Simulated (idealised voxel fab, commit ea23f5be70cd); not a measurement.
Process module name: voxel wiring stack
For reference, the cross-section in this document is cut, with width 285 nm and square cells of 5 nm.
A cross-section is a grid of square cells, given in bands from the top down. A band is one or more rows of cells. Per band: top height and bottom height in nm, followed by the left-to-right materials and their widths in nm; "everywhere" marks a single material spanning edge to edge, "air" marks empty space. We count height from 0. Below that, the starting wafer is all one material. The lowest band never ends at the bottom but goes on down; see "0 nm and below" for how that is written. Width "30->40": first value at the band's top row of cells, second value at its bottom row, equal change from row to row. Step marked "all unchanged"? Then no cell in the cross-section changed in it. Empty spaces without an open route to the top, at least 8 cells in extent, make up the entry "Voids, sealed"; each is given as width x height at distance, where the distance is measured from the left edge, and all are in nm. Past the settings on a step's line: simulator remark, on that step. overlay nm: where the mask lay relative to plan, measured to the right, on steps with a mask; negatives go left. From here on the document is pairs. In a pair, the cross-section before one process step comes with the cross-section after it, and the latter goes no deeper than the lowest band that changed. What lies in between, the step and its settings, is written under the pair. A pair may be from a different run of this module on the same starting wafer than the pair above it, so it continues from that pair only where its entry headed "Status quo ante" says so.

-- Status quo ante
    155 nm to 150 nm: TiN everywhere
    150 nm to 135 nm: lowk=70  Ru=15  lowk=65  Ru=15  lowk=120
    135 nm to 130 nm: SiCN=70  Ru=15  SiCN=65  Ru=15  SiCN=120
    130 nm to 110 nm: lowk=70  TiN=5  W=15  TiN=5  lowk=15  TiN=5  W=15  TiN=5  lowk=15  TiN=5  W=15  TiN=5  lowk=15  TiN=5  W=15  TiN=5  lowk=70
    110 nm to 105 nm: SiN=70  TiN=25  SiN=15  TiN=25  SiN=15  TiN=25  SiN=15  TiN=25  SiN=70
    105 nm to 95 nm: SiO2=70  Ru=15  SiO2=25  Ru=15  SiO2=25  Ru=15  SiO2=25  Ru=15  SiO2=80
    95 nm to 90 nm: SiCN=70  Ru=15  SiCN=25  Ru=15  SiCN=25  Ru=15  SiCN=25  Ru=15  SiCN=80
    90 nm to 75 nm: lowk=70  TiN=5  Cu=15  TiN=5  lowk=15  TiN=5  Cu=15  TiN=5  lowk=15  TiN=5  Cu=15  TiN=5  lowk=15  TiN=5  Cu=15  TiN=5  lowk=70
    75 nm to 70 nm: lowk=70  TiN=5  Cu=5  TiN=15  lowk=15  TiN=25  lowk=15  TiN=5  Cu=5  TiN=15  lowk=15  TiN=25  lowk=70
    70 nm to 55 nm: lowk=70  TiN=5  Cu=5  TiN=5  lowk=65  TiN=5  Cu=5  TiN=5  lowk=120
    55 nm to 50 nm: SiCN=70  TiN=15  SiCN=65  TiN=15  SiCN=120
    50 nm to 45 nm: SiCN=70  Ru=35  SiCN=5  Ru=35  SiCN=5  Ru=35  SiCN=5  Ru=35  SiCN=60
    45 nm to 25 nm: SiO2=75  TiN=5  Ru=15  TiN=5  SiO2=15  TiN=5  Ru=15  TiN=5  SiO2=15  TiN=5  Ru=15  TiN=5  SiO2=15  TiN=5  Ru=15  TiN=5  SiO2=65
    25 nm to 20 nm: SiO2=75  TiN=5  Ru=10  TiN=10  SiO2=15  TiN=5  Ru=10  TiN=10  SiO2=15  TiN=5  Ru=10  TiN=10  SiO2=15  TiN=5  Ru=10  TiN=10  SiO2=65
    20 nm to 15 nm: SiCN=75  TiN=20  SiCN=20  TiN=20  SiCN=20  TiN=20  SiCN=20  TiN=20  SiCN=70
    15 nm to 0 nm: SiO2 everywhere
    0 nm and below: Si everywhere
    Voids, sealed: none

-- Step Result
    170 nm to 155 nm: Ru everywhere
    No changes below 155.
    Voids, sealed: none
What sits between those two cross-sections? DIRECTIONAL_DEP [material Ru] [thk nm 15]

Status quo ante: The prior state of this step coincides with the post-step cross-section of the pair just above.

-- Step Result
    170 nm to 155 nm: air=70  Ru=25  air=15  Ru=25  air=15  Ru=25  air=15  Ru=25  air=70
    No changes below 155.
    Voids, sealed: none
What sits between those two cross-sections? MASKED_ETCH [tone cover] [mask id METAL_4] [width nm 25] [pitch nm 40] [etch materials Ru] [depth nm 15] [overlay nm 0]

Status quo ante: The prior state of this step coincides with the post-step cross-section of the pair just above.

-- Step Result
    170 nm to 155 nm: air=70  Ru=25  air=15  Ru=25  air=15  Ru=25  air=15  Ru=25  air=70
    155 nm to 150 nm: air=70  TiN=25  air=15  TiN=25  air=15  TiN=25  air=15  TiN=25  air=70
    No changes below 150.
    Voids, sealed: none
What sits between those two cross-sections? MASKED_ETCH [tone cover] [mask id METAL_4] [width nm 25] [pitch nm 40] [etch materials TiN] [depth nm 5] [overlay nm 0]

Status quo ante: The prior state of this step coincides with the post-step cross-section of the pair just above.

-- Step Result
    175 nm to 170 nm: air=65  SiCN=35  air=5  SiCN=35  air=5  SiCN=35  air=5  SiCN=35  air=65
    170 nm to 155 nm: air=65  SiCN=5  Ru=25  SiCN=5  air=5  SiCN=5  Ru=25  SiCN=5  air=5  SiCN=5  Ru=25  SiCN=5  air=5  SiCN=5  Ru=25  SiCN=5  air=65
    155 nm to 150 nm: SiCN=70  TiN=25  SiCN=15  TiN=25  SiCN=15  TiN=25  SiCN=15  TiN=25  SiCN=70
    No changes below 150.
    Voids, sealed: none
What sits between those two cross-sections? CONFORMAL_DEP [material SiCN] [thk nm 5]

Status quo ante: The prior state of this step coincides with the post-step cross-section of the pair just above.

-- Step Result
    185 nm to 175 nm: lowk everywhere
    175 nm to 170 nm: lowk=65  SiCN=35  lowk=5  SiCN=35  lowk=5  SiCN=35  lowk=5  SiCN=35  lowk=65
    170 nm to 155 nm: lowk=65  SiCN=5  Ru=25  SiCN=5  lowk=5  SiCN=5  Ru=25  SiCN=5  lowk=5  SiCN=5  Ru=25  SiCN=5  lowk=5  SiCN=5  Ru=25  SiCN=5  lowk=65
    No changes below 155.
    Voids, sealed: none
What sits between those two cross-sections? FILL_DEP [material lowk] [thk nm 10]

Status quo ante: The prior state of this step coincides with the post-step cross-section of the pair just above.

-- Step Result
    170 nm to 155 nm: lowk=65  SiCN=5  Ru=25  SiCN=5  lowk=5  SiCN=5  Ru=25  SiCN=5  lowk=5  SiCN=5  Ru=25  SiCN=5  lowk=5  SiCN=5  Ru=25  SiCN=5  lowk=65
    No changes below 155.
    Voids, sealed: none
What sits between those two cross-sections? CMP [height nm 170]

Status quo ante: The prior state of this step coincides with the post-step cross-section of the pair just above.

-- Step Result
    175 nm to 170 nm: SiCN everywhere
    No changes below 170.
    Voids, sealed: none
What sits between those two cross-sections? CONFORMAL_DEP [material SiCN] [thk nm 5]

-- Status quo ante
    105 nm to 95 nm: SiO2 everywhere
    95 nm to 90 nm: SiCN everywhere
    90 nm to 75 nm: lowk=70  TiN=5  Cu=15  TiN=5  lowk=15  TiN=5  Cu=15  TiN=5  lowk=15  TiN=5  Cu=15  TiN=5  lowk=15  TiN=5  Cu=15  TiN=5  lowk=70
    75 nm to 70 nm: lowk=70  TiN=5  Cu=5  TiN=15  lowk=15  TiN=25  lowk=15  TiN=5  Cu=5  TiN=15  lowk=15  TiN=25  lowk=70
    70 nm to 55 nm: lowk=70  TiN=5  Cu=5  TiN=5  lowk=65  TiN=5  Cu=5  TiN=5  lowk=120
    55 nm to 50 nm: SiCN=70  TiN=15  SiCN=65  TiN=15  SiCN=120
    50 nm to 45 nm: SiCN=65  Ru=35  SiCN=5  Ru=35  SiCN=5  Ru=35  SiCN=5  Ru=35  SiCN=65
    45 nm to 20 nm: SiO2=70  TiN=5  Ru=15  TiN=5  SiO2=15  TiN=5  Ru=15  TiN=5  SiO2=15  TiN=5  Ru=15  TiN=5  SiO2=15  TiN=5  Ru=15  TiN=5  SiO2=70
    20 nm to 15 nm: SiCN=70  TiN=25  SiCN=15  TiN=25  SiCN=15  TiN=25  SiCN=15  TiN=25  SiCN=70
    15 nm to 0 nm: SiO2 everywhere
    0 nm and below: Si everywhere
    Voids, sealed: none

-- Step Result
    120 nm to 105 nm: TiN everywhere
    No changes below 105.
    Voids, sealed: none
What sits between those two cross-sections? DIRECTIONAL_DEP [material TiN] [thk nm 15]

Status quo ante: The prior state of this step coincides with the post-step cross-section of the pair just above.

-- Step Result
    155 nm to 120 nm: resist=70  air=15  resist=25  air=15  resist=25  air=15  resist=25  air=15  resist=80
    No changes below 120.
    Voids, sealed: none
What sits between those two cross-sections? PATTERN [tone open] [mask id PLUG_2] [material resist] [width nm 15] [pitch nm 40] [thk nm 35] [overlay nm 0]

Status quo ante: The prior state of this step coincides with the post-step cross-section of the pair just above.

-- Step Result
    140 nm to 120 nm: resist=70  air=15  resist=25  air=15  resist=25  air=15  resist=25  air=15  resist=80
    No changes below 120.
    Voids, sealed: none
What sits between those two cross-sections? DIRECTIONAL_ETCH [etch materials aC] [depth nm 15]

Status quo ante: The prior state of this step coincides with the post-step cross-section of the pair just above.

-- Step Result
    120 nm to 105 nm: TiN everywhere
    No changes below 105.
    Voids, sealed: none
What sits between those two cross-sections? STRIP [etch materials resist]

Status quo ante: The prior state of this step coincides with the post-step cross-section of the pair just above.

-- Step Result
    130 nm to 120 nm: Ru everywhere
    No changes below 120.
    Voids, sealed: none
What sits between those two cross-sections? EPI [material Ru] [thk nm 10]

Status quo ante: The prior state of this step coincides with the post-step cross-section of the pair just above.

-- Step Result
    135 nm to 120 nm: Ru everywhere
    No changes below 120.
    Voids, sealed: none
What sits between those two cross-sections? EPI [material Ru] [thk nm 5]

Status quo ante: The prior state of this step coincides with the post-step cross-section of the pair just above.

-- Step Result
    140 nm to 135 nm: SiN everywhere
    No changes below 135.
    Voids, sealed: none
What sits between those two cross-sections? CONFORMAL_DEP [material SiN] [thk nm 5]

Status quo ante: The prior state of this step coincides with the post-step cross-section of the pair just above.

-- Step Result
    160 nm to 140 nm: lowk everywhere
    No changes below 140.
    Voids, sealed: none
What sits between those two cross-sections? DIRECTIONAL_DEP [material lowk] [thk nm 20]

Status quo ante: The prior state of this step coincides with the post-step cross-section of the pair just above.

-- Step Result
    170 nm to 160 nm: aC everywhere
    No changes below 160.
    Voids, sealed: none
What sits between those two cross-sections? DIRECTIONAL_DEP [material aC] [thk nm 10]

Status quo ante: The prior state of this step coincides with the post-step cross-section of the pair just above.

-- Step Result
    200 nm to 170 nm: resist=70  air=25  resist=15  air=25  resist=15  air=25  resist=15  air=25  resist=70
    No changes below 170.
    Voids, sealed: none
What sits between those two cross-sections? PATTERN [tone open] [mask id METAL_3] [material resist] [width nm 25] [pitch nm 40] [thk nm 30] [overlay nm 0]

Status quo ante: The prior state of this step coincides with the post-step cross-section of the pair just above.

-- Step Result
    190 nm to 170 nm: resist=70  air=25  resist=15  air=25  resist=15  air=25  resist=15  air=25  resist=70
    170 nm to 160 nm: aC=70  air=25  aC=15  air=25  aC=15  air=25  aC=15  air=25  aC=70
    No changes below 160.
    Voids, sealed: none
What sits between those two cross-sections? DIRECTIONAL_ETCH [etch materials aC] [depth nm 10]

Status quo ante: The prior state of this step coincides with the post-step cross-section of the pair just above.

-- Step Result
    170 nm to 160 nm: aC=70  air=25  aC=15  air=25  aC=15  air=25  aC=15  air=25  aC=70
    No changes below 160.
    Voids, sealed: none
What sits between those two cross-sections? STRIP [etch materials resist]

Status quo ante: The prior state of this step coincides with the post-step cross-section of the pair just above.

-- Step Result
    170 nm to 160 nm: aC=70  air=25  aC=15  air=25  aC=15  air=25  aC=15  air=25  aC=70
    160 nm to 140 nm: lowk=70  air=25  lowk=15  air=25  lowk=15  air=25  lowk=15  air=25  lowk=70
    No changes below 140.
    Voids, sealed: none
What sits between those two cross-sections? DIRECTIONAL_ETCH [etch materials lowk] [depth nm 20]

Status quo ante: The prior state of this step coincides with the post-step cross-section of the pair just above.

-- Step Result
    170 nm to 160 nm: aC=70  air=25  aC=15  air=25  aC=15  air=25  aC=15  air=25  aC=70
    160 nm to 140 nm: lowk=70  air=25  lowk=15  air=25  lowk=15  air=25  lowk=15  air=25  lowk=70
    140 nm to 135 nm: SiN=70  air=25  SiN=15  air=25  SiN=15  air=25  SiN=15  air=25  SiN=70
    No changes below 135.
    Voids, sealed: none
What sits between those two cross-sections? DIRECTIONAL_ETCH [etch materials SiN] [depth nm 5]

Status quo ante: The prior state of this step coincides with the post-step cross-section of the pair just above.

-- Step Result
    160 nm to 140 nm: lowk=70  air=25  lowk=15  air=25  lowk=15  air=25  lowk=15  air=25  lowk=70
    No changes below 140.
    Voids, sealed: none
What sits between those two cross-sections? STRIP [etch materials aC]

Status quo ante: The prior state of this step coincides with the post-step cross-section of the pair just above.

-- Step Result
    165 nm to 160 nm: TiN=75  air=15  TiN=25  air=15  TiN=25  air=15  TiN=25  air=15  TiN=75
    160 nm to 140 nm: lowk=70  TiN=5  air=15  TiN=5  lowk=15  TiN=5  air=15  TiN=5  lowk=15  TiN=5  air=15  TiN=5  lowk=15  TiN=5  air=15  TiN=5  lowk=70
    140 nm to 135 nm: SiN=70  TiN=25  SiN=15  TiN=25  SiN=15  TiN=25  SiN=15  TiN=25  SiN=70
    No changes below 135.
    Voids, sealed: none
What sits between those two cross-sections? CONFORMAL_DEP [material TiN] [thk nm 5]

Status quo ante: The prior state of this step coincides with the post-step cross-section of the pair just above.

-- Step Result
    175 nm to 165 nm: W everywhere
    165 nm to 160 nm: TiN=75  W=15  TiN=25  W=15  TiN=25  W=15  TiN=25  W=15  TiN=75
    160 nm to 140 nm: lowk=70  TiN=5  W=15  TiN=5  lowk=15  TiN=5  W=15  TiN=5  lowk=15  TiN=5  W=15  TiN=5  lowk=15  TiN=5  W=15  TiN=5  lowk=70
    No changes below 140.
    Voids, sealed: none
What sits between those two cross-sections? FILL_DEP [material W] [thk nm 10]

Status quo ante: The prior state of this step coincides with the post-step cross-section of the pair just above.

-- Step Result
    130 nm to 120 nm: Ru everywhere
    No changes below 120.
    Voids, sealed: none
What sits between those two cross-sections? CMP [height nm 130]

Status quo ante: The prior state of this step coincides with the post-step cross-section of the pair just above.

-- Step Result
    135 nm to 130 nm: SiCN everywhere
    No changes below 130.
    Voids, sealed: none
What sits between those two cross-sections? CONFORMAL_DEP [material SiCN] [thk nm 5]

Status quo ante: The prior state of this step coincides with the post-step cross-section of the pair just above.

-- Step Result
    150 nm to 135 nm: lowk everywhere
    No changes below 135.
    Voids, sealed: none
What sits between those two cross-sections? DIRECTIONAL_DEP [material lowk] [thk nm 15]

Status quo ante: The prior state of this step coincides with the post-step cross-section of the pair just above.

-- Step Result
    165 nm to 150 nm: aC everywhere
    No changes below 150.
    Voids, sealed: none
What sits between those two cross-sections? DIRECTIONAL_DEP [material aC] [thk nm 15]

Status quo ante: The prior state of this step coincides with the post-step cross-section of the pair just above.

-- Step Result
    200 nm to 165 nm: resist=70  air=15  resist=65  air=15  resist=120
    No changes below 165.
    Voids, sealed: none
What sits between those two cross-sections? PATTERN [tone open] [mask id PLUG_3] [material resist] [width nm 15] [pitch nm 80] [thk nm 35] [overlay nm 0]

Status quo ante: The prior state of this step coincides with the post-step cross-section of the pair just above.

-- Step Result
    185 nm to 165 nm: resist=70  air=15  resist=65  air=15  resist=120
    165 nm to 150 nm: aC=70  air=15  aC=65  air=15  aC=120
    No changes below 150.
    Voids, sealed: none
What sits between those two cross-sections? DIRECTIONAL_ETCH [etch materials aC] [depth nm 15]

Status quo ante: The prior state of this step coincides with the post-step cross-section of the pair just above.

-- Step Result
    165 nm to 150 nm: aC=70  air=15  aC=65  air=15  aC=120
    No changes below 150.
    Voids, sealed: none
What sits between those two cross-sections? STRIP [etch materials resist]

Status quo ante: The prior state of this step coincides with the post-step cross-section of the pair just above.

-- Step Result
    165 nm to 150 nm: aC=70  air=15  aC=65  air=15  aC=120
    150 nm to 135 nm: lowk=70  air=15  lowk=65  air=15  lowk=120
    No changes below 135.
    Voids, sealed: none
What sits between those two cross-sections? DIRECTIONAL_ETCH [etch materials lowk] [depth nm 15]

Status quo ante: The prior state of this step coincides with the post-step cross-section of the pair just above.

-- Step Result
    165 nm to 150 nm: aC=70  air=15  aC=65  air=15  aC=120
    150 nm to 135 nm: lowk=70  air=15  lowk=65  air=15  lowk=120
    135 nm to 130 nm: SiCN=70  air=15  SiCN=65  air=15  SiCN=120
    No changes below 130.
    Voids, sealed: none
What sits between those two cross-sections? DIRECTIONAL_ETCH [etch materials SiCN] [depth nm 5]

Status quo ante: The prior state of this step coincides with the post-step cross-section of the pair just above.

-- Step Result
    150 nm to 135 nm: lowk=70  air=15  lowk=65  air=15  lowk=120
    No changes below 135.
    Voids, sealed: none
What sits between those two cross-sections? STRIP [etch materials aC]

Status quo ante: The prior state of this step coincides with the post-step cross-section of the pair just above.

-- Step Result
    150 nm to 140 nm: lowk=70  air=15  lowk=65  air=15  lowk=120
    140 nm to 135 nm: lowk=70  Ru=15  lowk=65  Ru=15  lowk=120
    135 nm to 130 nm: SiCN=70  Ru=15  SiCN=65  Ru=15  SiCN=120
    No changes below 130.
    Voids, sealed: none
What sits between those two cross-sections? EPI [material Ru] [thk nm 10]

Status quo ante: The prior state of this step coincides with the post-step cross-section of the pair just above.

-- Step Result
    150 nm to 135 nm: lowk=70  Ru=15  lowk=65  Ru=15  lowk=120
    No changes below 135.
    Voids, sealed: none
What sits between those two cross-sections? EPI [material Ru] [thk nm 10]

Status quo ante: The prior state of this step coincides with the post-step cross-section of the pair just above.

-- Step Result
    155 nm to 150 nm: TiN everywhere
    No changes below 150.
    Voids, sealed: none
What sits between those two cross-sections? DIRECTIONAL_DEP [material TiN] [thk nm 5]

Status quo ante: The prior state of this step coincides with the post-step cross-section of the pair just above.

-- Step Result
    170 nm to 155 nm: Ru everywhere
    No changes below 155.
    Voids, sealed: none
What sits between those two cross-sections? DIRECTIONAL_DEP [material Ru] [thk nm 15]

Status quo ante: The prior state of this step coincides with the post-step cross-section of the pair just above.

-- Step Result
    170 nm to 155 nm: air=70  Ru=25  air=15  Ru=25  air=15  Ru=25  air=15  Ru=25  air=70
    No changes below 155.
    Voids, sealed: none
What sits between those two cross-sections? MASKED_ETCH [tone cover] [mask id METAL_4] [width nm 25] [pitch nm 40] [etch materials Ru] [depth nm 15] [overlay nm 0]

Status quo ante: The prior state of this step coincides with the post-step cross-section of the pair just above.

-- Step Result
    170 nm to 155 nm: air=70  Ru=25  air=15  Ru=25  air=15  Ru=25  air=15  Ru=25  air=70
    155 nm to 150 nm: air=70  TiN=25  air=15  TiN=25  air=15  TiN=25  air=15  TiN=25  air=70
    No changes below 150.
    Voids, sealed: none
What sits between those two cross-sections? MASKED_ETCH [tone cover] [mask id METAL_4] [width nm 25] [pitch nm 40] [etch materials TiN] [depth nm 5] [overlay nm 0]

Status quo ante: The prior state of this step coincides with the post-step cross-section of the pair just above.

-- Step Result
    175 nm to 170 nm: air=65  SiCN=35  air=5  SiCN=35  air=5  SiCN=35  air=5  SiCN=35  air=65
    170 nm to 155 nm: air=65  SiCN=5  Ru=25  SiCN=5  air=5  SiCN=5  Ru=25  SiCN=5  air=5  SiCN=5  Ru=25  SiCN=5  air=5  SiCN=5  Ru=25  SiCN=5  air=65
    155 nm to 150 nm: SiCN=70  TiN=25  SiCN=15  TiN=25  SiCN=15  TiN=25  SiCN=15  TiN=25  SiCN=70
    No changes below 150.
    Voids, sealed: none
What sits between those two cross-sections? CONFORMAL_DEP [material SiCN] [thk nm 5]

Status quo ante: The prior state of this step coincides with the post-step cross-section of the pair just above.

-- Step Result
    185 nm to 175 nm: lowk everywhere
    175 nm to 170 nm: lowk=65  SiCN=35  lowk=5  SiCN=35  lowk=5  SiCN=35  lowk=5  SiCN=35  lowk=65
    170 nm to 155 nm: lowk=65  SiCN=5  Ru=25  SiCN=5  lowk=5  SiCN=5  Ru=25  SiCN=5  lowk=5  SiCN=5  Ru=25  SiCN=5  lowk=5  SiCN=5  Ru=25  SiCN=5  lowk=65
    No changes below 155.
    Voids, sealed: none
What sits between those two cross-sections? FILL_DEP [material lowk] [thk nm 10]

Status quo ante: The prior state of this step coincides with the post-step cross-section of the pair just above.

-- Step Result
    170 nm to 155 nm: lowk=65  SiCN=5  Ru=25  SiCN=5  lowk=5  SiCN=5  Ru=25  SiCN=5  lowk=5  SiCN=5  Ru=25  SiCN=5  lowk=5  SiCN=5  Ru=25  SiCN=5  lowk=65
    No changes below 155.
    Voids, sealed: none
What sits between those two cross-sections? CMP [height nm 170]

Status quo ante: The prior state of this step coincides with the post-step cross-section of the pair just above.

-- Step Result
    175 nm to 170 nm: SiCN everywhere
    No changes below 170.
    Voids, sealed: none
What sits between those two cross-sections? CONFORMAL_DEP [material SiCN] [thk nm 5]

-- Status quo ante
    170 nm to 155 nm: Ru everywhere
    155 nm to 150 nm: TiN everywhere
    150 nm to 135 nm: lowk=70  Ru=15  lowk=65  Ru=15  lowk=120
    135 nm to 130 nm: SiCN=70  Ru=15  SiCN=65  Ru=15  SiCN=120
    130 nm to 110 nm: lowk=70  TiN=5  W=15  TiN=5  lowk=15  TiN=5  W=15  TiN=5  lowk=15  TiN=5  W=15  TiN=5  lowk=15  TiN=5  W=15  TiN=5  lowk=70
    110 nm to 105 nm: SiN=70  TiN=25  SiN=15  TiN=25  SiN=15  TiN=25  SiN=15  TiN=25  SiN=70
    105 nm to 95 nm: SiO2=70  Ru=15  SiO2=25  Ru=15  SiO2=25  Ru=15  SiO2=25  Ru=15  SiO2=80
    95 nm to 90 nm: SiCN=70  Ru=15  SiCN=25  Ru=15  SiCN=25  Ru=15  SiCN=25  Ru=15  SiCN=80
    90 nm to 75 nm: lowk=70  TiN=5  Cu=15  TiN=5  lowk=15  TiN=5  Cu=15  TiN=5  lowk=15  TiN=5  Cu=15  TiN=5  lowk=15  TiN=5  Cu=15  TiN=5  lowk=70
    75 nm to 70 nm: lowk=70  TiN=5  Cu=5  TiN=15  lowk=15  TiN=25  lowk=15  TiN=5  Cu=5  TiN=15  lowk=15  TiN=25  lowk=70
    70 nm to 55 nm: lowk=70  TiN=5  Cu=5  TiN=5  lowk=65  TiN=5  Cu=5  TiN=5  lowk=120
    55 nm to 50 nm: SiCN=70  TiN=15  SiCN=65  TiN=15  SiCN=120
    50 nm to 45 nm: SiCN=65  Ru=35  SiCN=5  Ru=35  SiCN=5  Ru=35  SiCN=5  Ru=35  SiCN=65
    45 nm to 20 nm: SiO2=70  TiN=5  Ru=15  TiN=5  SiO2=15  TiN=5  Ru=15  TiN=5  SiO2=15  TiN=5  Ru=15  TiN=5  SiO2=15  TiN=5  Ru=15  TiN=5  SiO2=70
    20 nm to 15 nm: SiCN=70  TiN=25  SiCN=15  TiN=25  SiCN=15  TiN=25  SiCN=15  TiN=25  SiCN=70
    15 nm to 0 nm: SiO2 everywhere
    0 nm and below: Si everywhere
    Voids, sealed: none

-- Step Result
    170 nm to 155 nm: Ru=70  air=25  Ru=15  air=25  Ru=15  air=25  Ru=15  air=25  Ru=70
    No changes below 155.
    Voids, sealed: none
What sits between those two cross-sections? MASKED_ETCH [tone open] [mask id METAL_4] [width nm 25] [pitch nm 40] [etch materials Ru] [depth nm 15] [overlay nm 0]

Status quo ante: The prior state of this step coincides with the post-step cross-section of the pair just above.

-- Step Result
    175 nm to 170 nm: SiCN=75  air=15  SiCN=25  air=15  SiCN=25  air=15  SiCN=25  air=15  SiCN=75
    170 nm to 160 nm: Ru=70  SiCN=5  air=15  SiCN=5  Ru=15  SiCN=5  air=15  SiCN=5  Ru=15  SiCN=5  air=15  SiCN=5  Ru=15  SiCN=5  air=15  SiCN=5  Ru=70
    160 nm to 155 nm: Ru=70  SiCN=25  Ru=15  SiCN=25  Ru=15  SiCN=25  Ru=15  SiCN=25  Ru=70
    No changes below 155.
    Voids, sealed: none
What sits between those two cross-sections? CONFORMAL_DEP [material SiCN] [thk nm 5]

Status quo ante: The prior state of this step coincides with the post-step cross-section of the pair just above.

-- Step Result
    185 nm to 175 nm: lowk everywhere
    175 nm to 170 nm: SiCN=75  lowk=15  SiCN=25  lowk=15  SiCN=25  lowk=15  SiCN=25  lowk=15  SiCN=75
    170 nm to 160 nm: Ru=70  SiCN=5  lowk=15  SiCN=5  Ru=15  SiCN=5  lowk=15  SiCN=5  Ru=15  SiCN=5  lowk=15  SiCN=5  Ru=15  SiCN=5  lowk=15  SiCN=5  Ru=70
    No changes below 160.
    Voids, sealed: none
What sits between those two cross-sections? FILL_DEP [material lowk] [thk nm 10]

Status quo ante: The prior state of this step coincides with the post-step cross-section of the pair just above.

-- Step Result
    170 nm to 160 nm: Ru=70  SiCN=5  lowk=15  SiCN=5  Ru=15  SiCN=5  lowk=15  SiCN=5  Ru=15  SiCN=5  lowk=15  SiCN=5  Ru=15  SiCN=5  lowk=15  SiCN=5  Ru=70
    No changes below 160.
    Voids, sealed: none
What sits between those two cross-sections? CMP [height nm 170]

Status quo ante: The prior state of this step coincides with the post-step cross-section of the pair just above.

-- Step Result
    175 nm to 170 nm: SiCN everywhere
    No changes below 170.
    Voids, sealed: none
What sits between those two cross-sections? CONFORMAL_DEP [material SiCN] [thk nm 5]
